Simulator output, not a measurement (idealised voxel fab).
process module | voxel tone inversion
cross-section cut | 175 nm wide | cells 5 nm
A cross-section is a grid of square cells, given in bands from the top down. A band is one or more rows of cells.
Each band's line starts with the height of the band's top and of its bottom, in nm. Then come its materials from left to right, each with its width in nm. One material with "throughout" fills the band from edge to edge. "air" is empty space.
Height 0 is the level under which the wafer as received is all one material. The lowest band goes on downwards, as in "0 down".
A width such as "30 to 40" changes by the same amount from each row of cells to the next, from the band's top row to its bottom row.
"no change" after a step means that no cell of the cross-section changed.
closed voids: empty space of 8 cells or more with no open way to the top, each as width x height at its distance from the left edge, in nm
after a step's settings: what the simulator itself notes on the step
overlay nm, on a step with a mask: how far to the right of its planned place the mask lay; to the left if negative
plan
1 op RECEIVE | material Si
2 op CONFORMAL_DEP | material SiCN | thk nm 5
3 op DIRECTIONAL_DEP | material aC | thk nm 25
4 op PATTERN | tone cover | mask id POSTS | material resist | width nm 25 | pitch nm 55 | thk nm 35 | overlay nm 0
5 op DIRECTIONAL_ETCH | etch materials aC | depth nm 25
6 op STRIP | etch materials resist
7 op FILL_DEP | material SiO2 | thk nm 5
8 op CMP | height nm 30
9 op STRIP | etch materials aC
first wafer, as planned
as received, after step 1
  0 down: Si throughout
  closed voids: none
after step 2
  5 to 0: SiCN throughout
  below 0: unchanged
after step 3
  30 to 5: aC throughout
  below 5: unchanged
after step 4
  65 to 30: air 20 | resist 25 | air 30 | resist 25 | air 30 | resist 25 | air 20
  below 30: unchanged
after step 5
  40 to 30: air 20 | resist 25 | air 30 | resist 25 | air 30 | resist 25 | air 20
  30 to 5: air 20 | aC 25 | air 30 | aC 25 | air 30 | aC 25 | air 20
  below 5: unchanged
after step 6
  30 to 5: air 20 | aC 25 | air 30 | aC 25 | air 30 | aC 25 | air 20
  below 5: unchanged
after step 7
  35 to 30: SiO2 throughout
  30 to 5: SiO2 20 | aC 25 | SiO2 30 | aC 25 | SiO2 30 | aC 25 | SiO2 20
  below 5: unchanged
after step 8
  30 to 5: SiO2 20 | aC 25 | SiO2 30 | aC 25 | SiO2 30 | aC 25 | SiO2 20
  below 5: unchanged
after step 9
  30 to 5: SiO2 20 | air 25 | SiO2 30 | air 25 | SiO2 30 | air 25 | SiO2 20
  below 5: unchanged
second wafer: like start, like plan, one mistake. Through step 3 it matches the first wafer
when step 4 should have ended
  65 to 30: air 25 | resist 25 | air 30 | resist 25 | air 30 | resist 25 | air 15
  below 30: unchanged
when step 5 should have ended
  40 to 30: air 25 | resist 25 | air 30 | resist 25 | air 30 | resist 25 | air 15
  30 to 5: air 25 | aC 25 | air 30 | aC 25 | air 30 | aC 25 | air 15
  below 5: unchanged
when step 6 should have ended
  30 to 5: air 25 | aC 25 | air 30 | aC 25 | air 30 | aC 25 | air 15
  below 5: unchanged
when step 7 should have ended
  35 to 30: SiO2 throughout
  30 to 5: SiO2 25 | aC 25 | SiO2 30 | aC 25 | SiO2 30 | aC 25 | SiO2 15
  below 5: unchanged
when step 8 should have ended
  30 to 5: SiO2 25 | aC 25 | SiO2 30 | aC 25 | SiO2 30 | aC 25 | SiO2 15
  below 5: unchanged
when step 9 should have ended
  30 to 5: SiO2 25 | air 25 | SiO2 30 | air 25 | SiO2 30 | air 25 | SiO2 15
  below 5: unchanged
what went wrong: step 4 ran as: op PATTERN | tone cover | mask id POSTS | material resist | width nm 25 | pitch nm 55 | thk nm 35 | overlay nm 5
at the end the second wafer has, in cells: as many of each material as the first, in other places
